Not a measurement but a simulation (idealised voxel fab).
process module | voxel double patterning
cross-section cut | 230 nm wide | cells 5 nm
A cross-section is a grid of square cells, given in bands from the top down. A band is one or more rows of cells.
Each band's line starts with the height of the band's top and of its bottom, in nm. Then come its materials from left to right, each with its width in nm. One material with "throughout" fills the band from edge to edge. "air" is empty space.
Height 0 is the level under which the wafer as received is all one material. The lowest band goes on downwards, as in "0 down".
A width such as "30 to 40" changes by the same amount from each row of cells to the next, from the band's top row to its bottom row.
"no change" after a step means that no cell of the cross-section changed.
closed voids: empty space of 8 cells or more with no open way to the top, each as width x height at its distance from the left edge, in nm
after a step's settings: what the simulator itself notes on the step
overlay nm, on a step with a mask: how far to the right of its planned place the mask lay; to the left if negative
plan
1 op RECEIVE | material Si
2 op CONFORMAL_DEP | material SiO2 | thk nm 5
3 op DIRECTIONAL_DEP | material TiN | thk nm 10
4 op DIRECTIONAL_DEP | material SiCN | thk nm 5
5 op DIRECTIONAL_DEP | material aC | thk nm 15
6 op PATTERN | tone open | mask id FIRST | material resist | width nm 15 | pitch nm 50 | thk nm 30 | overlay nm 0
7 op DIRECTIONAL_ETCH | etch materials aC | depth nm 15
8 op STRIP | etch materials resist
9 op DIRECTIONAL_ETCH | etch materials SiCN | depth nm 5
10 op STRIP | etch materials aC
11 op MASKED_ETCH | tone open | mask id SECOND | width nm 15 | etch materials SiCN | depth nm 5 | overlay nm 0
12 op DIRECTIONAL_ETCH | etch materials TiN | depth nm 10
13 op STRIP | etch materials SiCN
first wafer, as planned
as received, after step 1
  0 down: Si throughout
  closed voids: none
after step 2
  5 to 0: SiO2 throughout
  below 0: unchanged
after step 3
  15 to 5: TiN throughout
  below 5: unchanged
after step 4
  20 to 15: SiCN throughout
  below 15: unchanged
after step 5
  35 to 20: aC throughout
  below 20: unchanged
after step 6
  65 to 35: resist 80 | air 15 | resist 35 | air 15 | resist 85
  below 35: unchanged
after step 7
  50 to 35: resist 80 | air 15 | resist 35 | air 15 | resist 85
  35 to 20: aC 80 | air 15 | aC 35 | air 15 | aC 85
  below 20: unchanged
after step 8
  35 to 20: aC 80 | air 15 | aC 35 | air 15 | aC 85
  below 20: unchanged
after step 9
  35 to 20: aC 80 | air 15 | aC 35 | air 15 | aC 85
  20 to 15: SiCN 80 | air 15 | SiCN 35 | air 15 | SiCN 85
  below 15: unchanged
after step 10
  20 to 15: SiCN 80 | air 15 | SiCN 35 | air 15 | SiCN 85
  below 15: unchanged
after step 11
  20 to 15: SiCN 80 | air 15 | SiCN 10 | air 15 | SiCN 10 | air 15 | SiCN 85
  below 15: unchanged
after step 12
  20 to 15: SiCN 80 | air 15 | SiCN 10 | air 15 | SiCN 10 | air 15 | SiCN 85
  15 to 5: TiN 80 | air 15 | TiN 10 | air 15 | TiN 10 | air 15 | TiN 85
  below 5: unchanged
after step 13
  15 to 5: TiN 80 | air 15 | TiN 10 | air 15 | TiN 10 | air 15 | TiN 85
  below 5: unchanged
second wafer: like start, like plan, one mistake. Through step 1 it matches the first wafer
when step 2 should have ended: no change
when step 3 should have ended
  10 to 0: TiN throughout
  below 0: unchanged
when step 4 should have ended
  15 to 10: SiCN throughout
  below 10: unchanged
when step 5 should have ended
  30 to 15: aC throughout
  below 15: unchanged
when step 6 should have ended
  60 to 30: resist 80 | air 15 | resist 35 | air 15 | resist 85
  below 30: unchanged
when step 7 should have ended
  45 to 30: resist 80 | air 15 | resist 35 | air 15 | resist 85
  30 to 15: aC 80 | air 15 | aC 35 | air 15 | aC 85
  below 15: unchanged
when step 8 should have ended
  30 to 15: aC 80 | air 15 | aC 35 | air 15 | aC 85
  below 15: unchanged
when step 9 should have ended
  30 to 15: aC 80 | air 15 | aC 35 | air 15 | aC 85
  15 to 10: SiCN 80 | air 15 | SiCN 35 | air 15 | SiCN 85
  below 10: unchanged
when step 10 should have ended
  15 to 10: SiCN 80 | air 15 | SiCN 35 | air 15 | SiCN 85
  below 10: unchanged
when step 11 should have ended
  15 to 10: SiCN 80 | air 15 | SiCN 10 | air 15 | SiCN 10 | air 15 | SiCN 85
  below 10: unchanged
when step 12 should have ended
  15 to 10: SiCN 80 | air 15 | SiCN 10 | air 15 | SiCN 10 | air 15 | SiCN 85
  10 to 0: TiN 80 | air 15 | TiN 10 | air 15 | TiN 10 | air 15 | TiN 85
  below 0: unchanged
when step 13 should have ended
  10 to 0: TiN 80 | air 15 | TiN 10 | air 15 | TiN 10 | air 15 | TiN 85
  below 0: unchanged
what went wrong: step 2 was left out
at the end the second wafer has, in cells: 46 fewer of SiO2
